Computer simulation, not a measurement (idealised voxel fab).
Herein follows the process module entitled voxel self aligned vias.
cross-section cut | 265 nm wide | cells 5 nm
Cross-section = grid of square cells, listed top down in bands; band = one or more rows.
A band entry consists of two parts. The first gives the height of the band's top and the height of its bottom, in nm. The rest lists the band's materials from left to right, each with its width in nm. A single material labelled with the word "full width" fills the band from edge to edge, and the word "empty" marks empty space.
Heights are reckoned from 0. Under this level, the received wafer is all of one material. The bottommost band is open-ended downward, for example "top 0, no bottom".
Width: "30..40" (first number = top row, second number = bottom row, same change from row to row of cells).
What does "no alteration" mean for a step? It means no cell of the cross-section changed in that step.
Under "Enclosed void catalog" you'll find the enclosed gaps, the ones with no way out to the top, that are 8 cells or bigger; each reads width x height at distance, with distance counted from the left edge, everything in nm.
Step line, after settings: the simulator's comment on this step.
On any step carrying a mask, the "overlay nm" setting, if present on the step's line, tells how far right of its planned place the mask lay; negative values point to the left.
Planned step list for the process
1) RECEIVE,material Si
2) CONFORMAL_DEP,material SiO2,thk nm 15
3) CONFORMAL_DEP,material SiCN,thk nm 5
4) DIRECTIONAL_DEP,material lowk,thk nm 25
5) DIRECTIONAL_DEP,material aC,thk nm 15
6) PATTERN,tone open,mask id LINES,material resist,width nm 20,pitch nm 60,thk nm 35,overlay nm 0
7) DIRECTIONAL_ETCH,etch materials aC,depth nm 15
8) STRIP,etch materials resist
9) DIRECTIONAL_ETCH,etch materials lowk,depth nm 25
10) STRIP,etch materials aC
11) CONFORMAL_DEP,material TiN,thk nm 5
12) FILL_DEP,material W,thk nm 5
13) CMP,height nm 45
14) SELECTIVE_ETCH,etch materials W Ru TiN,depth nm 10
15) FILL_DEP,material SiN,thk nm 10
16) CMP,height nm 45
17) DIRECTIONAL_DEP,material lowk,thk nm 15
18) DIRECTIONAL_DEP,material aC,thk nm 15
19) PATTERN,tone open,mask id VIAS,material resist,width nm 30,pitch nm 60,thk nm 35,overlay nm 0
20) DIRECTIONAL_ETCH,etch materials aC,depth nm 15
21) STRIP,etch materials resist
22) DIRECTIONAL_ETCH,etch materials lowk,depth nm 15
23) DIRECTIONAL_ETCH,etch materials SiN,depth nm 10
24) STRIP,etch materials aC
25) CONFORMAL_DEP,material TiN,thk nm 5
26) FILL_DEP,material W,thk nm 10
27) CMP,height nm 60
28) CONFORMAL_DEP,material SiN,thk nm 5
First wafer, as planned
Cross-section of the wafer upon arrival, representing the state reached after step 1
* top 0, no bottom: Si full width
* Enclosed void catalog: none
You're looking at a cross-section of the wafer after step 2
* top 15, bottom 0: SiO2 full width
* Beneath the level 0, the cross-section is identical to its previous state.
You're looking at a cross-section of the wafer after step 3
* top 20, bottom 15: SiCN full width
* Beneath the level 15, the cross-section is identical to its previous state.
You're looking at a cross-section of the wafer after step 4
* top 45, bottom 20: lowk full width
* Beneath the level 20, the cross-section is identical to its previous state.
You're looking at a cross-section of the wafer after step 5
* top 60, bottom 45: aC full width
* Beneath the level 45, the cross-section is identical to its previous state.
You're looking at a cross-section of the wafer after step 6
* top 95, bottom 60: 60 resist, 20 empty, 40 resist, 20 empty, 40 resist, 20 empty, 65 resist
* Beneath the level 60, the cross-section is identical to its previous state.
You're looking at a cross-section of the wafer after step 7
* top 80, bottom 60: 60 resist, 20 empty, 40 resist, 20 empty, 40 resist, 20 empty, 65 resist
* top 60, bottom 45: 60 aC, 20 empty, 40 aC, 20 empty, 40 aC, 20 empty, 65 aC
* Beneath the level 45, the cross-section is identical to its previous state.
You're looking at a cross-section of the wafer after step 8
* top 60, bottom 45: 60 aC, 20 empty, 40 aC, 20 empty, 40 aC, 20 empty, 65 aC
* Beneath the level 45, the cross-section is identical to its previous state.
You're looking at a cross-section of the wafer after step 9
* top 60, bottom 45: 60 aC, 20 empty, 40 aC, 20 empty, 40 aC, 20 empty, 65 aC
* top 45, bottom 20: 60 lowk, 20 empty, 40 lowk, 20 empty, 40 lowk, 20 empty, 65 lowk
* Beneath the level 20, the cross-section is identical to its previous state.
You're looking at a cross-section of the wafer after step 10
* top 45, bottom 20: 60 lowk, 20 empty, 40 lowk, 20 empty, 40 lowk, 20 empty, 65 lowk
* Beneath the level 20, the cross-section is identical to its previous state.
You're looking at a cross-section of the wafer after step 11
* top 50, bottom 45: 65 TiN, 10 empty, 50 TiN, 10 empty, 50 TiN, 10 empty, 70 TiN
* top 45, bottom 25: 60 lowk, 5 TiN, 10 empty, 5 TiN, 40 lowk, 5 TiN, 10 empty, 5 TiN, 40 lowk, 5 TiN, 10 empty, 5 TiN, 65 lowk
* top 25, bottom 20: 60 lowk, 20 TiN, 40 lowk, 20 TiN, 40 lowk, 20 TiN, 65 lowk
* Beneath the level 20, the cross-section is identical to its previous state.
You're looking at a cross-section of the wafer after step 12
* top 55, bottom 50: W full width
* top 50, bottom 45: 65 TiN, 10 W, 50 TiN, 10 W, 50 TiN, 10 W, 70 TiN
* top 45, bottom 25: 60 lowk, 5 TiN, 10 W, 5 TiN, 40 lowk, 5 TiN, 10 W, 5 TiN, 40 lowk, 5 TiN, 10 W, 5 TiN, 65 lowk
* Beneath the level 25, the cross-section is identical to its previous state.
You're looking at a cross-section of the wafer after step 13
* top 45, bottom 25: 60 lowk, 5 TiN, 10 W, 5 TiN, 40 lowk, 5 TiN, 10 W, 5 TiN, 40 lowk, 5 TiN, 10 W, 5 TiN, 65 lowk
* Beneath the level 25, the cross-section is identical to its previous state.
You're looking at a cross-section of the wafer after step 14
* top 45, bottom 35: 60 lowk, 20 empty, 40 lowk, 20 empty, 40 lowk, 20 empty, 65 lowk
* Beneath the level 35, the cross-section is identical to its previous state.
You're looking at a cross-section of the wafer after step 15
* top 55, bottom 45: SiN full width
* top 45, bottom 35: 60 lowk, 20 SiN, 40 lowk, 20 SiN, 40 lowk, 20 SiN, 65 lowk
* Beneath the level 35, the cross-section is identical to its previous state.
You're looking at a cross-section of the wafer after step 16
* top 45, bottom 35: 60 lowk, 20 SiN, 40 lowk, 20 SiN, 40 lowk, 20 SiN, 65 lowk
* Beneath the level 35, the cross-section is identical to its previous state.
You're looking at a cross-section of the wafer after step 17
* top 60, bottom 45: lowk full width
* Beneath the level 45, the cross-section is identical to its previous state.
You're looking at a cross-section of the wafer after step 18
* top 75, bottom 60: aC full width
* Beneath the level 60, the cross-section is identical to its previous state.
You're looking at a cross-section of the wafer after step 19
* top 110, bottom 75: 55 resist, 30 empty, 30 resist, 30 empty, 30 resist, 30 empty, 60 resist
* Beneath the level 75, the cross-section is identical to its previous state.
You're looking at a cross-section of the wafer after step 20
* top 95, bottom 75: 55 resist, 30 empty, 30 resist, 30 empty, 30 resist, 30 empty, 60 resist
* top 75, bottom 60: 55 aC, 30 empty, 30 aC, 30 empty, 30 aC, 30 empty, 60 aC
* Beneath the level 60, the cross-section is identical to its previous state.
You're looking at a cross-section of the wafer after step 21
* top 75, bottom 60: 55 aC, 30 empty, 30 aC, 30 empty, 30 aC, 30 empty, 60 aC
* Beneath the level 60, the cross-section is identical to its previous state.
You're looking at a cross-section of the wafer after step 22
* top 75, bottom 60: 55 aC, 30 empty, 30 aC, 30 empty, 30 aC, 30 empty, 60 aC
* top 60, bottom 45: 55 lowk, 30 empty, 30 lowk, 30 empty, 30 lowk, 30 empty, 60 lowk
* Beneath the level 45, the cross-section is identical to its previous state.
You're looking at a cross-section of the wafer after step 23
* top 75, bottom 60: 55 aC, 30 empty, 30 aC, 30 empty, 30 aC, 30 empty, 60 aC
* top 60, bottom 45: 55 lowk, 30 empty, 30 lowk, 30 empty, 30 lowk, 30 empty, 60 lowk
* top 45, bottom 35: 60 lowk, 20 empty, 40 lowk, 20 empty, 40 lowk, 20 empty, 65 lowk
* Beneath the level 35, the cross-section is identical to its previous state.
You're looking at a cross-section of the wafer after step 24
* top 60, bottom 45: 55 lowk, 30 empty, 30 lowk, 30 empty, 30 lowk, 30 empty, 60 lowk
* Beneath the level 45, the cross-section is identical to its previous state.
You're looking at a cross-section of the wafer after step 25
* top 65, bottom 60: 60 TiN, 20 empty, 40 TiN, 20 empty, 40 TiN, 20 empty, 65 TiN
* top 60, bottom 50: 55 lowk, 5 TiN, 20 empty, 5 TiN, 30 lowk, 5 TiN, 20 empty, 5 TiN, 30 lowk, 5 TiN, 20 empty, 5 TiN, 60 lowk
* top 50, bottom 40: 55..60 lowk, 10..5 TiN, 10 empty, 10..5 TiN, 30..40 lowk, 10..5 TiN, 10 empty, 10..5 TiN, 30..40 lowk, 10..5 TiN, 10 empty, 10..5 TiN, 60..65 lowk
* top 40, bottom 35: 60 lowk, 20 TiN, 40 lowk, 20 TiN, 40 lowk, 20 TiN, 65 lowk
* Beneath the level 35, the cross-section is identical to its previous state.
You're looking at a cross-section of the wafer after step 26
* top 75, bottom 65: W full width
* top 65, bottom 60: 60 TiN, 20 W, 40 TiN, 20 W, 40 TiN, 20 W, 65 TiN
* top 60, bottom 50: 55 lowk, 5 TiN, 20 W, 5 TiN, 30 lowk, 5 TiN, 20 W, 5 TiN, 30 lowk, 5 TiN, 20 W, 5 TiN, 60 lowk
* top 50, bottom 40: 55..60 lowk, 10..5 TiN, 10 W, 10..5 TiN, 30..40 lowk, 10..5 TiN, 10 W, 10..5 TiN, 30..40 lowk, 10..5 TiN, 10 W, 10..5 TiN, 60..65 lowk
* Beneath the level 40, the cross-section is identical to its previous state.
You're looking at a cross-section of the wafer after step 27
* top 60, bottom 50: 55 lowk, 5 TiN, 20 W, 5 TiN, 30 lowk, 5 TiN, 20 W, 5 TiN, 30 lowk, 5 TiN, 20 W, 5 TiN, 60 lowk
* Beneath the level 50, the cross-section is identical to its previous state.
You're looking at a cross-section of the wafer after step 28
* top 65, bottom 60: SiN full width
* Beneath the level 60, the cross-section is identical to its previous state.
Second wafer, same starting conditions and recipe as the first, one mistake in executing it, nothing differs from the first up to and including step 21
Second wafer, cross-section, planned end of step 22
* top 75, bottom 60: 55 aC, 30 empty, 30 aC, 30 empty, 30 aC, 30 empty, 60 aC
* top 60, bottom 45: 55 lowk, 30 empty, 30 lowk, 30 empty, 30 lowk, 30 empty, 60 lowk
* top 45, bottom 35: 55 lowk, 5 empty, 20 SiN, 5 empty, 30 lowk, 5 empty, 20 SiN, 5 empty, 30 lowk, 5 empty, 20 SiN, 5 empty, 60 lowk
* top 35, bottom 30: 55 lowk, 5 empty, 5 TiN, 10 W, 5 TiN, 5 empty, 30 lowk, 5 empty, 5 TiN, 10 W, 5 TiN, 5 empty, 30 lowk, 5 empty, 5 TiN, 10 W, 5 TiN, 5 empty, 60 lowk
* Beneath the level 30, the cross-section is identical to its previous state.
Second wafer, cross-section, planned end of step 23
* top 75, bottom 60: 55 aC, 30 empty, 30 aC, 30 empty, 30 aC, 30 empty, 60 aC
* top 60, bottom 35: 55 lowk, 30 empty, 30 lowk, 30 empty, 30 lowk, 30 empty, 60 lowk
* Beneath the level 35, the cross-section is identical to its previous state.
Second wafer, cross-section, planned end of step 24
* top 60, bottom 35: 55 lowk, 30 empty, 30 lowk, 30 empty, 30 lowk, 30 empty, 60 lowk
* Beneath the level 35, the cross-section is identical to its previous state.
Second wafer, cross-section, planned end of step 25
* top 65, bottom 60: 60 TiN, 20 empty, 40 TiN, 20 empty, 40 TiN, 20 empty, 65 TiN
* top 60, bottom 40: 55 lowk, 5 TiN, 20 empty, 5 TiN, 30 lowk, 5 TiN, 20 empty, 5 TiN, 30 lowk, 5 TiN, 20 empty, 5 TiN, 60 lowk
* top 40, bottom 35: 55 lowk, 30 TiN, 30 lowk, 30 TiN, 30 lowk, 30 TiN, 60 lowk
* top 35, bottom 25: 55..60 lowk, 10..5 TiN, 10 W, 10..5 TiN, 30..40 lowk, 10..5 TiN, 10 W, 10..5 TiN, 30..40 lowk, 10..5 TiN, 10 W, 10..5 TiN, 60..65 lowk
* Beneath the level 25, the cross-section is identical to its previous state.
Second wafer, cross-section, planned end of step 26
* top 75, bottom 65: W full width
* top 65, bottom 60: 60 TiN, 20 W, 40 TiN, 20 W, 40 TiN, 20 W, 65 TiN
* top 60, bottom 40: 55 lowk, 5 TiN, 20 W, 5 TiN, 30 lowk, 5 TiN, 20 W, 5 TiN, 30 lowk, 5 TiN, 20 W, 5 TiN, 60 lowk
* Beneath the level 40, the cross-section is identical to its previous state.
Second wafer, cross-section, planned end of step 27
* top 60, bottom 40: 55 lowk, 5 TiN, 20 W, 5 TiN, 30 lowk, 5 TiN, 20 W, 5 TiN, 30 lowk, 5 TiN, 20 W, 5 TiN, 60 lowk
* Beneath the level 40, the cross-section is identical to its previous state.
Second wafer, cross-section, planned end of step 28
* top 65, bottom 60: SiN full width
* Beneath the level 60, the cross-section is identical to its previous state.
What went wrong in running the wafer? regarding the plan, step 22 was run twice
Upon completion, the second wafer contains, in terms of cells, a greater or smaller amount of certain materials than the first wafer: TiN +6; W +12; lowk -18
